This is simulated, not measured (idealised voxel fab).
Proc. module: voxel gate over fins
Cross-sectional view cut (width: 290 nm; square cell size: 5 nm).
Cross-sections here: square-cell grids, written as top-down lists of bands, a band being one or more rows of cells.
Within each band entry, the heights of the top and of the bottom of the band appear first, in that order and in nm; the materials of the band then follow from left to right, each with its corresponding width in nm. The designation "throughout" on a single material indicates that it fills the band from edge to edge; the designation "empty" indicates empty space.
All heights in this document are referenced to 0, defined as the level beneath which the wafer, as received, consists entirely of one material. The lowest band is not bounded below; it extends indefinitely downward and is written in the form "top 0, no bottom".
Note: "30 to 40" means the width goes from the first number (top row of the band) to the second number (bottom row) in equal steps per row of cells.
Where the words "nothing was modified" appear for a step, the cross-section shows no cell changed by that step; every cell remained as before.
The entry "Sealed-off cavities" lists the empty spaces that cover at least 8 cells and have no open path to the top. Each is written as width x height at distance, where the distance is measured from the left edge and all three values are in nm.
It should be noted that, on the line of a given step, the content following the step's settings is a remark produced by the simulator itself with respect to that step.
overlay nm, on a step with a mask: how far to the right of its planned place the mask lay; to the left if negative

So here's the lineup of process steps we planned:
1: RECEIVE | material Si
2: CONFORMAL_DEP | material SiN | thk nm 5
3: MASKED_ETCH | tone cover | mask id FINS | width nm 15 | pitch nm 40 | etch materials SiN | depth nm 5 | overlay nm 0
4: MASKED_ETCH | tone cover | mask id FINS | width nm 15 | pitch nm 40 | etch materials Si | depth nm 30 | overlay nm 0
5: FILL_DEP | material SiO2 | thk nm 10
6: CMP | height nm 5
7: SELECTIVE_ETCH | etch materials SiO2 | depth nm 15
8: STRIP | etch materials SiN
9: CONFORMAL_DEP | material HfO2 | thk nm 5
10: CONFORMAL_DEP | material TiN | thk nm 5
11: CONFORMAL_DEP | material TiAl | thk nm 5
12: CONFORMAL_DEP | material TiN | thk nm 5
13: FILL_DEP | material W | thk nm 10
14: CMP | height nm 25
15: CONFORMAL_DEP | material SiCN | thk nm 10

As received, after step 1:
> top 0, no bottom | Si throughout
> Sealed-off cavities: none

First wafer at the end, as planned:
> top 35, bottom 25 | SiCN throughout
> top 25, bottom 20 | W throughout
> top 20, bottom 15 | 95 nm W  95 nm TiN  100 nm W
> top 15, bottom 10 | 95 nm W  5 nm TiN  85 nm TiAl  5 nm TiN  100 nm W
> top 10, bottom 5 | 100 nm TiN  5 nm TiAl  35 nm TiN  5 nm TiAl  35 nm TiN  5 nm TiAl  105 nm TiN
> top 5, bottom 0 | 105 nm TiAl  5 nm TiN  25 nm HfO2  5 nm TiN  5 nm TiAl  5 nm TiN  25 nm HfO2  5 nm TiN  110 nm TiAl
> top 0, bottom -5 | 110 nm TiN  5 nm HfO2  15 nm Si  5 nm HfO2  15 nm TiN  5 nm HfO2  15 nm Si  5 nm HfO2  115 nm TiN
> top -5, bottom -10 | 115 nm HfO2  15 nm Si  25 nm HfO2  15 nm Si  120 nm HfO2
> top -10, bottom -30 | 115 nm SiO2  15 nm Si  25 nm SiO2  15 nm Si  120 nm SiO2
> top -30, no bottom | Si throughout
> Sealed-off cavities: none

Cross-section, second wafer: same start as the first, same plan as the first, one mistake in running it; taken at the end of the module:
> top 35, bottom 25 | SiCN throughout
> top 25, bottom 20 | W throughout
> top 20, bottom 15 | 95 nm W  95 nm TiN  100 nm W
> top 15, bottom 10 | 95 nm W  5 nm TiN  85 nm TiAl  5 nm TiN  100 nm W
> top 10, bottom 5 | 100 nm TiN  5 nm TiAl  35 nm HfO2  5 nm TiAl  35 nm HfO2  5 nm TiAl  105 nm TiN
> top 5, bottom 0 | 105 nm TiAl  5 nm HfO2  25 nm TiN  5 nm HfO2  5 nm TiAl  5 nm HfO2  25 nm TiN  5 nm HfO2  110 nm TiAl
> top 0, bottom -5 | 110 nm HfO2  5 nm TiN  15 nm Si  5 nm TiN  15 nm HfO2  5 nm TiN  15 nm Si  5 nm TiN  115 nm HfO2
> top -5, bottom -10 | 115 nm TiN  15 nm Si  25 nm TiN  15 nm Si  120 nm TiN
> top -10, bottom -30 | 115 nm SiO2  15 nm Si  25 nm SiO2  15 nm Si  120 nm SiO2
> top -30, no bottom | Si throughout
> Sealed-off cavities: none
Error vs. plan: deviation from plan: step 10 and step 9 executed in one another's positions
At the end, the second wafer has the same number of cells of each material as the first, but those cells sit in other places.
